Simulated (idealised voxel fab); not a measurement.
Name of the process module below: voxel capacitor over wiring
FYI the section here is cut, 220 nm wide, cells are 5 nm squares.
Format of a cross-section: grid, square cells. Given as bands. Order: top down. Band: one or more rows of cells.
In this notation a band is specified by the heights of its top and bottom, in that order and in nm, after which its materials appear from left to right, each paired with its width in nm. The word "all across" attached to a single material means that material fills the band from edge to edge; the word "empty" stands for empty space.
Height datum 0, below which the as-received substrate wafer is one material. Lowest band open at the bottom, running downward: "0..down".
The notation "30->40" denotes a width that varies across the rows of cells in the band, beginning at the first number in the top row, finishing at the second number in the bottom row, and changing by an identical amount from each row to the next.
Step note "no modification" = no cross-section cell changed.
"Sealed void inventory" specifies each empty space that is not open to the top and that occupies no fewer than 8 cells, using the form width x height at distance, the distance measured from the left edge and all three quantities in nm.
Text after the settings on a step's line: the simulator's own remark on that step.
Among the settings permitted on a step's line is "overlay nm"; applied to a step with a mask, it specifies the extent to which the mask lay to the right of its planned position, whereas a negative figure signifies a position to the left.

List of planned process steps:
step 1: RECEIVE [material Si]
step 2: CONFORMAL_DEP [material SiO2] [thk nm 15]
step 3: DIRECTIONAL_DEP [material TiN] [thk nm 5]
step 4: DIRECTIONAL_DEP [material Ru] [thk nm 15]
step 5: DIRECTIONAL_DEP [material aC] [thk nm 10]
step 6: PATTERN [tone cover] [mask id METAL_1] [material resist] [width nm 15] [pitch nm 85] [thk nm 30] [overlay nm 0]
step 7: DIRECTIONAL_ETCH [etch materials aC] [depth nm 10]
step 8: STRIP [etch materials resist]
step 9: DIRECTIONAL_ETCH [etch materials Ru] [depth nm 15]
step 10: DIRECTIONAL_ETCH [etch materials TiN] [depth nm 5]
step 11: STRIP [etch materials aC]
step 12: CONFORMAL_DEP [material SiN] [thk nm 5]
step 13: FILL_DEP [material SiO2] [thk nm 5]
step 14: CMP [height nm 35]
step 15: CONFORMAL_DEP [material SiCN] [thk nm 5]
step 16: DIRECTIONAL_DEP [material lowk] [thk nm 20]
step 17: PATTERN [tone open] [mask id PLUG_1] [material resist] [width nm 15] [thk nm 15] [overlay nm 0]
step 18: DIRECTIONAL_ETCH [etch materials lowk] [depth nm 20]
step 19: DIRECTIONAL_ETCH [etch materials SiCN] [depth nm 5]
step 20: STRIP [etch materials resist]
step 21: EPI [material Ru] [thk nm 10]
step 22: EPI [material Ru] [thk nm 10]
step 23: EPI [material Ru] [thk nm 5]
step 24: DIRECTIONAL_DEP [material TiN] [thk nm 10]
step 25: DIRECTIONAL_DEP [material Al2O3] [thk nm 5]
step 26: DIRECTIONAL_DEP [material TiN] [thk nm 5]
step 27: MASKED_ETCH [tone cover] [mask id UPPER_PLATE] [width nm 65] [etch materials TiN] [depth nm 5] [overlay nm 0]
step 28: MASKED_ETCH [tone cover] [mask id UPPER_PLATE] [width nm 65] [etch materials Al2O3] [depth nm 5] [overlay nm 0]
step 29: PATTERN [tone cover] [mask id LOWER_PLATE] [material resist] [width nm 75] [thk nm 20] [overlay nm 0]
step 30: DIRECTIONAL_ETCH [etch materials TiN] [depth nm 10]
step 31: STRIP [etch materials resist]
step 32: FILL_DEP [material SiO2] [thk nm 15]
step 33: CMP [height nm 90]
step 34: DIRECTIONAL_DEP [material aC] [thk nm 10]
step 35: PATTERN [tone open] [mask id PLUG_2] [material resist] [width nm 15] [thk nm 30] [overlay nm 0]
step 36: DIRECTIONAL_ETCH [etch materials aC] [depth nm 10]
step 37: STRIP [etch materials resist]
step 38: DIRECTIONAL_ETCH [etch materials SiO2] [depth nm 10]
step 39: STRIP [etch materials aC]
step 40: CONFORMAL_DEP [material TiN] [thk nm 5]
step 41: FILL_DEP [material W] [thk nm 5]
step 42: CMP [height nm 90]
step 43: CONFORMAL_DEP [material SiCN] [thk nm 5]
For this document, wafers share an identical start and vary in the step 6 width nm; the plan quotes the first wafer's value.

Cross-section: the first of several wafers in its as-received state, i.e. following step 1:
* 0..down  Si all across
* Sealed void inventory: none

Each row below is a wafer at the end of the module, listing for every material the number of cells it has gained (+) or lost (-) since it was received, followed by its closed voids:
width nm 15 | +13 Al2O3 | +33 Ru | +85 SiCN | +50 SiN | +436 SiO2 | +54 TiN | +1 W | +164 lowk | Sealed void inventory: none
width nm 20 | +13 Al2O3 | +39 Ru | +85 SiCN | +48 SiN | +430 SiO2 | +56 TiN | +1 W | +164 lowk | Sealed void inventory: none
width nm 25 | +13 Al2O3 | +45 Ru | +85 SiCN | +46 SiN | +424 SiO2 | +58 TiN | +1 W | +164 lowk | Sealed void inventory: none
width nm 30 | +13 Al2O3 | +51 Ru | +85 SiCN | +44 SiN | +418 SiO2 | +60 TiN | +1 W | +164 lowk | Sealed void inventory: none
width nm 35 | +13 Al2O3 | +57 Ru | +85 SiCN | +42 SiN | +412 SiO2 | +62 TiN | +1 W | +164 lowk | Sealed void inventory: none
width nm 40 | +13 Al2O3 | +63 Ru | +85 SiCN | +40 SiN | +406 SiO2 | +64 TiN | +1 W | +164 lowk | Sealed void inventory: none
